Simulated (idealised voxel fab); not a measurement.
The following is a process module called voxel wiring stack.
160 nm wide, 5 nm square cells: that's cross-section cut.
Format of a cross-section: grid, square cells. Given as bands. Order: top down. Band: one or more rows of cells.
This entry defines a band. It first specifies the height of the band's top and the height of its bottom in nm, and then specifies the band's materials from left to right, stating each material with its width in nm. The word "full width" identifies a single material that fills the band from edge to edge, while the word "empty" identifies empty space.
For the purposes of this specification, 0 denotes the height below which the wafer in its as-received condition is composed wholly of one material, and the lowermost band, lacking a lower limit, extends downward without end, as expressed in "0..down".
Note: "30 to 40" means the width goes from the first number (top row of the band) to the second number (bottom row) in equal steps per row of cells.
Take "changes: none" at face value: in the step it is given for, the cross-section changed in none of its cells.
Any empty space of 8 cells or more lacking an open way to the top shows up in "Closed-off voids" as width x height at distance, distance from the left edge, in nm.
Post-settings text on a step line: simulator's own remark regarding the step.
A step's line can hold "overlay nm"; with a mask on that step, the setting says how far right of the planned place the mask lay, while a negative setting says it lay to the left.

### Planned process steps
1,RECEIVE with material Si
2,CONFORMAL_DEP with material SiO2, thk nm 15
3,DIRECTIONAL_DEP with material TiN, thk nm 5
4,DIRECTIONAL_DEP with material W, thk nm 25
5,PATTERN with tone cover, mask id METAL_1, material resist, width nm 20, pitch nm 40, thk nm 20, overlay nm 0
6,DIRECTIONAL_ETCH with etch materials W, depth nm 25
7,DIRECTIONAL_ETCH with etch materials TiN, depth nm 5
8,STRIP with etch materials resist
9,FILL_DEP with material lowk, thk nm 10
10,CMP with height nm 45
11,CONFORMAL_DEP with material SiCN, thk nm 5
12,DIRECTIONAL_DEP with material lowk, thk nm 30
13,DIRECTIONAL_DEP with material aC, thk nm 15
14,PATTERN with tone open, mask id METAL_2, material resist, width nm 20, pitch nm 40, thk nm 30, overlay nm 0
15,DIRECTIONAL_ETCH with etch materials aC, depth nm 15
16,STRIP with etch materials resist
17,DIRECTIONAL_ETCH with etch materials lowk, depth nm 5
18,STRIP with etch materials aC
19,MASKED_ETCH with tone open, mask id METAL_2_HOLES, width nm 15, pitch nm 40, etch materials lowk, depth nm 15, overlay nm 0
20,MASKED_ETCH with tone open, mask id METAL_2_HOLES, width nm 15, pitch nm 40, etch materials SiCN, depth nm 5, overlay nm 0
21,CONFORMAL_DEP with material TiN, thk nm 5
22,FILL_DEP with material Cu, thk nm 10
23,CMP with height nm 80
24,CONFORMAL_DEP with material SiN, thk nm 5
The depth nm used in step 17 is not the same on every wafer, whereas the starting condition is; the value printed in the plan is the first wafer's.

### First of several wafers (as received, post step 1), cross-sectional view
- 0..down = Si full width
- Closed-off voids: none

### Here's the first of several wafers in cross-section, end of the module, after the last step, step 24
- 85..80 = SiN full width
- 80..75 = lowk: 50 / TiN: 5 / Cu: 5 / TiN: 10 / lowk: 20 / TiN: 5 / Cu: 5 / TiN: 10 / lowk: 50
- 75..65 = lowk: 50 / TiN: 5 / Cu: 5 / TiN: 5 / lowk: 25 / TiN: 5 / Cu: 5 / TiN: 5 / lowk: 55
- 65..60 = lowk: 50 / TiN: 15 / lowk: 25 / TiN: 15 / lowk: 55
- 60..50 = lowk full width
- 50..45 = SiCN full width
- 45..20 = lowk: 50 / W: 20 / lowk: 20 / W: 20 / lowk: 50
- 20..15 = lowk: 50 / TiN: 20 / lowk: 20 / TiN: 20 / lowk: 50
- 15..0 = SiO2 full width
- 0..down = Si full width
- Closed-off voids: none

### Wafer cross-section (last wafer, module end)
- 85..80 = SiN full width
- 80..55 = lowk: 50 / TiN: 5 / Cu: 10 / TiN: 5 / lowk: 20 / TiN: 5 / Cu: 10 / TiN: 5 / lowk: 50
- 55..50 = lowk: 50 / TiN: 5 / Cu: 5 / TiN: 10 / lowk: 20 / TiN: 5 / Cu: 5 / TiN: 10 / lowk: 50
- 50..45 = SiCN: 50 / TiN: 15 / SiCN: 25 / TiN: 15 / SiCN: 55
- 45..20 = lowk: 50 / W: 20 / lowk: 20 / W: 20 / lowk: 50
- 20..15 = lowk: 50 / TiN: 20 / lowk: 20 / TiN: 20 / lowk: 50
- 15..0 = SiO2 full width
- 0..down = Si full width
- Closed-off voids: none

### each wafer at the end: cells of each material gained (+) or lost (-) since it was received, then its closed voids
depth nm 5; +6 Cu; +32 SiCN; +32 SiN; +96 SiO2; +28 TiN; +40 W; +310 lowk; Closed-off voids: none
depth nm 10; +10 Cu; +32 SiCN; +32 SiN; +96 SiO2; +32 TiN; +40 W; +302 lowk; Closed-off voids: none
depth nm 15; +16 Cu; +26 SiCN; +32 SiN; +96 SiO2; +40 TiN; +40 W; +294 lowk; Closed-off voids: none
depth nm 20; +18 Cu; +26 SiCN; +32 SiN; +96 SiO2; +40 TiN; +40 W; +292 lowk; Closed-off voids: none
depth nm 25; +20 Cu; +26 SiCN; +32 SiN; +96 SiO2; +40 TiN; +40 W; +290 lowk; Closed-off voids: none
depth nm 30; +22 Cu; +26 SiCN; +32 SiN; +96 SiO2; +40 TiN; +40 W; +288 lowk; Closed-off voids: none
